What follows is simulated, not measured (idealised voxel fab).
Process module name: voxel capacitor over wiring
Cross-section cut spans 270 nm and uses square cells 5 nm in size.
Cross-section layout: square cells on a grid; listed as bands, top to bottom; a band spans one or more cell rows.
This entry defines a band. It first specifies the height of the band's top and the height of its bottom in nm, and then specifies the band's materials from left to right, stating each material with its width in nm. The word "throughout" identifies a single material that fills the band from edge to edge, while the word "air" identifies empty space.
Heads up on the height convention: 0 is the point under which the incoming wafer is all one material, and the lowest band has no bottom, it just keeps going down, like "0 down".
Width "30->40": first value at the band's top row of cells, second value at its bottom row, equal change from row to row.
When a step is marked "same as before", none of the cells in the cross-section changed during that step.
Any empty space of 8 cells or more lacking an open way to the top shows up in "Closed void entries" as width x height at distance, distance from the left edge, in nm.
Heads up: the bit after the settings on a step's line is the simulator's remark on that step.
Among the settings permitted on a step's line is "overlay nm"; applied to a step with a mask, it specifies the extent to which the mask lay to the right of its planned position, whereas a negative figure signifies a position to the left.

[Process steps foreseen in the plan]
1: RECEIVE (material Si)
2: CONFORMAL_DEP (material SiO2; thk nm 15)
3: CONFORMAL_DEP (material SiN; thk nm 5)
4: DIRECTIONAL_DEP (material SiO2; thk nm 20)
5: PATTERN (tone open; mask id METAL_1; material resist; width nm 30; pitch nm 90; thk nm 20; overlay nm 0)
6: DIRECTIONAL_ETCH (etch materials SiO2; depth nm 20)
7: DIRECTIONAL_ETCH (etch materials SiN; depth nm 5)
8: STRIP (etch materials resist)
9: CONFORMAL_DEP (material TiN; thk nm 5)
10: FILL_DEP (material Ru; thk nm 10)
11: CMP (height nm 40)
12: EPI (material Ru; thk nm 5)
13: FILL_DEP (material SiCN; thk nm 5)
14: DIRECTIONAL_DEP (material lowk; thk nm 15)
15: DIRECTIONAL_DEP (material aC; thk nm 10)
16: PATTERN (tone open; mask id PLUG_1; material resist; width nm 15; thk nm 25; overlay nm 0)
17: DIRECTIONAL_ETCH (etch materials aC; depth nm 10)
18: STRIP (etch materials resist)
19: DIRECTIONAL_ETCH (etch materials lowk; depth nm 15)
20: DIRECTIONAL_ETCH (etch materials SiCN; depth nm 5)
21: STRIP (etch materials aC)
22: CONFORMAL_DEP (material TiN; thk nm 5)
23: FILL_DEP (material Cu; thk nm 5)
24: CMP (height nm 65)
25: DIRECTIONAL_DEP (material TiN; thk nm 5)
26: DIRECTIONAL_DEP (material Al2O3; thk nm 5)
27: DIRECTIONAL_DEP (material TiN; thk nm 10)
28: DIRECTIONAL_DEP (material aC; thk nm 15)
29: PATTERN (tone cover; mask id UPPER_PLATE; material resist; width nm 65; thk nm 35; overlay nm 0)
30: DIRECTIONAL_ETCH (etch materials aC; depth nm 15)
31: STRIP (etch materials resist)
32: DIRECTIONAL_ETCH (etch materials TiN; depth nm 10)
33: DIRECTIONAL_ETCH (etch materials Al2O3; depth nm 5)
34: STRIP (etch materials aC)
35: PATTERN (tone cover; mask id LOWER_PLATE; material resist; width nm 75; thk nm 20; overlay nm 0)
36: DIRECTIONAL_ETCH (etch materials TiN; depth nm 5)
37: STRIP (etch materials resist)
38: FILL_DEP (material SiO2; thk nm 15)
39: CMP (height nm 95)
40: MASKED_ETCH (tone open; mask id PLUG_2; width nm 15; etch materials SiO2; depth nm 10; overlay nm 0)
41: CONFORMAL_DEP (material TiN; thk nm 5)
42: FILL_DEP (material Cu; thk nm 10)
43: CMP (height nm 95)
44: CONFORMAL_DEP (material SiCN; thk nm 5)

[First of two wafers, with the run carried out as planned]

[As received (post step 1): cross-section]
0 down: Si throughout
Closed void entries: none

[After step 2, in cross-section]
15 to 0: SiO2 throughout
Anything lower than 0 is untouched.

[After step 3, in cross-section]
20 to 15: SiN throughout
Anything lower than 15 is untouched.

[After step 4, in cross-section]
40 to 20: SiO2 throughout
Anything lower than 20 is untouched.

[After step 5, in cross-section]
60 to 40: 75 resist, then 30 air, then 60 resist, then 30 air, then 75 resist
Anything lower than 40 is untouched.

[After step 6, in cross-section]
60 to 40: 75 resist, then 30 air, then 60 resist, then 30 air, then 75 resist
40 to 20: 75 SiO2, then 30 air, then 60 SiO2, then 30 air, then 75 SiO2
Anything lower than 20 is untouched.

[After step 7, in cross-section]
60 to 40: 75 resist, then 30 air, then 60 resist, then 30 air, then 75 resist
40 to 20: 75 SiO2, then 30 air, then 60 SiO2, then 30 air, then 75 SiO2
20 to 15: 75 SiN, then 30 air, then 60 SiN, then 30 air, then 75 SiN
Anything lower than 15 is untouched.

[After step 8, in cross-section]
40 to 20: 75 SiO2, then 30 air, then 60 SiO2, then 30 air, then 75 SiO2
Anything lower than 20 is untouched.

[After step 9, in cross-section]
45 to 40: 80 TiN, then 20 air, then 70 TiN, then 20 air, then 80 TiN
40 to 20: 75 SiO2, then 5 TiN, then 20 air, then 5 TiN, then 60 SiO2, then 5 TiN, then 20 air, then 5 TiN, then 75 SiO2
20 to 15: 75 SiN, then 30 TiN, then 60 SiN, then 30 TiN, then 75 SiN
Anything lower than 15 is untouched.

[After step 10, in cross-section]
55 to 45: Ru throughout
45 to 40: 80 TiN, then 20 Ru, then 70 TiN, then 20 Ru, then 80 TiN
40 to 20: 75 SiO2, then 5 TiN, then 20 Ru, then 5 TiN, then 60 SiO2, then 5 TiN, then 20 Ru, then 5 TiN, then 75 SiO2
Anything lower than 20 is untouched.

[After step 11, in cross-section]
40 to 20: 75 SiO2, then 5 TiN, then 20 Ru, then 5 TiN, then 60 SiO2, then 5 TiN, then 20 Ru, then 5 TiN, then 75 SiO2
Anything lower than 20 is untouched.

[After step 12, in cross-section]
45 to 40: 70 air, then 40 Ru, then 50 air, then 40 Ru, then 70 air
Anything lower than 40 is untouched.

[After step 13, in cross-section]
50 to 45: SiCN throughout
45 to 40: 70 SiCN, then 40 Ru, then 50 SiCN, then 40 Ru, then 70 SiCN
Anything lower than 40 is untouched.

[After step 14, in cross-section]
65 to 50: lowk throughout
Anything lower than 50 is untouched.

[After step 15, in cross-section]
75 to 65: aC throughout
Anything lower than 65 is untouched.

[After step 16, in cross-section]
100 to 75: 90 resist, then 15 air, then 165 resist
Anything lower than 75 is untouched.

[After step 17, in cross-section]
90 to 75: 90 resist, then 15 air, then 165 resist
75 to 65: 90 aC, then 15 air, then 165 aC
Anything lower than 65 is untouched.

[After step 18, in cross-section]
75 to 65: 90 aC, then 15 air, then 165 aC
Anything lower than 65 is untouched.

[After step 19, in cross-section]
75 to 65: 90 aC, then 15 air, then 165 aC
65 to 50: 90 lowk, then 15 air, then 165 lowk
Anything lower than 50 is untouched.

[After step 20, in cross-section]
75 to 65: 90 aC, then 15 air, then 165 aC
65 to 50: 90 lowk, then 15 air, then 165 lowk
50 to 45: 90 SiCN, then 15 air, then 165 SiCN
Anything lower than 45 is untouched.

[After step 21, in cross-section]
65 to 50: 90 lowk, then 15 air, then 165 lowk
Anything lower than 50 is untouched.

[After step 22, in cross-section]
70 to 65: 95 TiN, then 5 air, then 170 TiN
65 to 50: 90 lowk, then 5 TiN, then 5 air, then 5 TiN, then 165 lowk
50 to 45: 90 SiCN, then 15 TiN, then 165 SiCN
Anything lower than 45 is untouched.

[After step 23, in cross-section]
75 to 70: Cu throughout
70 to 65: 95 TiN, then 5 Cu, then 170 TiN
65 to 50: 90 lowk, then 5 TiN, then 5 Cu, then 5 TiN, then 165 lowk
Anything lower than 50 is untouched.

[After step 24, in cross-section]
65 to 50: 90 lowk, then 5 TiN, then 5 Cu, then 5 TiN, then 165 lowk
Anything lower than 50 is untouched.

[After step 25, in cross-section]
70 to 65: TiN throughout
Anything lower than 65 is untouched.

[After step 26, in cross-section]
75 to 70: Al2O3 throughout
Anything lower than 70 is untouched.

[After step 27, in cross-section]
85 to 75: TiN throughout
Anything lower than 75 is untouched.

[After step 28, in cross-section]
100 to 85: aC throughout
Anything lower than 85 is untouched.

[After step 29, in cross-section]
135 to 100: 90 air, then 65 resist, then 115 air
Anything lower than 100 is untouched.

[After step 30, in cross-section]
120 to 100: 90 air, then 65 resist, then 115 air
100 to 85: 90 air, then 65 aC, then 115 air
Anything lower than 85 is untouched.

[After step 31, in cross-section]
100 to 85: 90 air, then 65 aC, then 115 air
Anything lower than 85 is untouched.

[After step 32, in cross-section]
100 to 85: 90 air, then 65 aC, then 115 air
85 to 75: 90 air, then 65 TiN, then 115 air
Anything lower than 75 is untouched.

[After step 33, in cross-section]
100 to 85: 90 air, then 65 aC, then 115 air
85 to 75: 90 air, then 65 TiN, then 115 air
75 to 70: 90 air, then 65 Al2O3, then 115 air
Anything lower than 70 is untouched.

[After step 34, in cross-section]
85 to 75: 90 air, then 65 TiN, then 115 air
Anything lower than 75 is untouched.

[After step 35, in cross-section]
105 to 85: 85 air, then 75 resist, then 110 air
85 to 75: 85 air, then 5 resist, then 65 TiN, then 5 resist, then 110 air
75 to 70: 85 air, then 5 resist, then 65 Al2O3, then 5 resist, then 110 air
Anything lower than 70 is untouched.

[After step 36, in cross-section]
105 to 85: 85 air, then 75 resist, then 110 air
85 to 75: 85 air, then 5 resist, then 65 TiN, then 5 resist, then 110 air
75 to 70: 85 air, then 5 resist, then 65 Al2O3, then 5 resist, then 110 air
70 to 65: 85 air, then 75 TiN, then 110 air
Anything lower than 65 is untouched.

[After step 37, in cross-section]
85 to 75: 90 air, then 65 TiN, then 115 air
75 to 70: 90 air, then 65 Al2O3, then 115 air
Anything lower than 70 is untouched.

[After step 38, in cross-section]
100 to 85: SiO2 throughout
85 to 75: 90 SiO2, then 65 TiN, then 115 SiO2
75 to 70: 90 SiO2, then 65 Al2O3, then 115 SiO2
70 to 65: 85 SiO2, then 75 TiN, then 110 SiO2
Anything lower than 65 is untouched.

[After step 39, in cross-section]
95 to 85: SiO2 throughout
Anything lower than 85 is untouched.

[After step 40, in cross-section]
95 to 85: 100 SiO2, then 15 air, then 155 SiO2
Anything lower than 85 is untouched.

[After step 41, in cross-section]
100 to 95: 105 TiN, then 5 air, then 160 TiN
95 to 90: 100 SiO2, then 5 TiN, then 5 air, then 5 TiN, then 155 SiO2
90 to 85: 100 SiO2, then 15 TiN, then 155 SiO2
Anything lower than 85 is untouched.

[After step 42, in cross-section]
110 to 100: Cu throughout
100 to 95: 105 TiN, then 5 Cu, then 160 TiN
95 to 90: 100 SiO2, then 5 TiN, then 5 Cu, then 5 TiN, then 155 SiO2
Anything lower than 90 is untouched.

[After step 43, in cross-section]
95 to 90: 100 SiO2, then 5 TiN, then 5 Cu, then 5 TiN, then 155 SiO2
Anything lower than 90 is untouched.

[After step 44, in cross-section]
100 to 95: SiCN throughout
Anything lower than 95 is untouched.

[The second wafer was prepared from the same starting point and under the same plan as the first; its processing contained one mistake, and it remains indistinguishable from the first wafer up to and including step 24]

[Second wafer shown in cross-section at the time step 25 was slated to end]
70 to 65: Al2O3 throughout
Anything lower than 65 is untouched.

[Second wafer shown in cross-section at the time step 26 was slated to end]
75 to 70: TiN throughout
Anything lower than 70 is untouched.

[Second wafer shown in cross-section at the time step 27 was slated to end]
85 to 70: TiN throughout
Anything lower than 70 is untouched.

[Second wafer shown in cross-section at the time step 28 was slated to end]
100 to 85: aC throughout
Anything lower than 85 is untouched.

[Second wafer shown in cross-section at the time step 29 was slated to end]
135 to 100: 90 air, then 65 resist, then 115 air
Anything lower than 100 is untouched.

[Second wafer shown in cross-section at the time step 30 was slated to end]
120 to 100: 90 air, then 65 resist, then 115 air
100 to 85: 90 air, then 65 aC, then 115 air
Anything lower than 85 is untouched.

[Second wafer shown in cross-section at the time step 31 was slated to end]
100 to 85: 90 air, then 65 aC, then 115 air
Anything lower than 85 is untouched.

[Second wafer shown in cross-section at the time step 32 was slated to end]
100 to 85: 90 air, then 65 aC, then 115 air
85 to 75: 90 air, then 65 TiN, then 115 air
Anything lower than 75 is untouched.

Second wafer shown in cross-section at the time step 33 was slated to end: same as before

[Second wafer shown in cross-section at the time step 34 was slated to end]
85 to 75: 90 air, then 65 TiN, then 115 air
Anything lower than 75 is untouched.

[Second wafer shown in cross-section at the time step 35 was slated to end]
105 to 85: 85 air, then 75 resist, then 110 air
85 to 75: 85 air, then 5 resist, then 65 TiN, then 5 resist, then 110 air
Anything lower than 75 is untouched.

[Second wafer shown in cross-section at the time step 36 was slated to end]
105 to 85: 85 air, then 75 resist, then 110 air
85 to 75: 85 air, then 5 resist, then 65 TiN, then 5 resist, then 110 air
75 to 70: 85 air, then 75 TiN, then 110 air
Anything lower than 70 is untouched.

[Second wafer shown in cross-section at the time step 37 was slated to end]
85 to 75: 90 air, then 65 TiN, then 115 air
Anything lower than 75 is untouched.

[Second wafer shown in cross-section at the time step 38 was slated to end]
100 to 85: SiO2 throughout
85 to 75: 90 SiO2, then 65 TiN, then 115 SiO2
75 to 70: 85 SiO2, then 75 TiN, then 110 SiO2
Anything lower than 70 is untouched.

[Second wafer shown in cross-section at the time step 39 was slated to end]
95 to 85: SiO2 throughout
Anything lower than 85 is untouched.

[Second wafer shown in cross-section at the time step 40 was slated to end]
95 to 85: 100 SiO2, then 15 air, then 155 SiO2
Anything lower than 85 is untouched.

[Second wafer shown in cross-section at the time step 41 was slated to end]
100 to 95: 105 TiN, then 5 air, then 160 TiN
95 to 90: 100 SiO2, then 5 TiN, then 5 air, then 5 TiN, then 155 SiO2
90 to 85: 100 SiO2, then 15 TiN, then 155 SiO2
Anything lower than 85 is untouched.

[Second wafer shown in cross-section at the time step 42 was slated to end]
110 to 100: Cu throughout
100 to 95: 105 TiN, then 5 Cu, then 160 TiN
95 to 90: 100 SiO2, then 5 TiN, then 5 Cu, then 5 TiN, then 155 SiO2
Anything lower than 90 is untouched.

[Second wafer shown in cross-section at the time step 43 was slated to end]
95 to 90: 100 SiO2, then 5 TiN, then 5 Cu, then 5 TiN, then 155 SiO2
Anything lower than 90 is untouched.

[Second wafer shown in cross-section at the time step 44 was slated to end]
100 to 95: SiCN throughout
Anything lower than 95 is untouched.
Deviation from plan: steps 25 and 26 got flipped, so each one ran where the other should have
The closing comparison, in cells, has the second wafer with more or fewer of some materials than the first: +41 Al2O3 | -41 SiO2
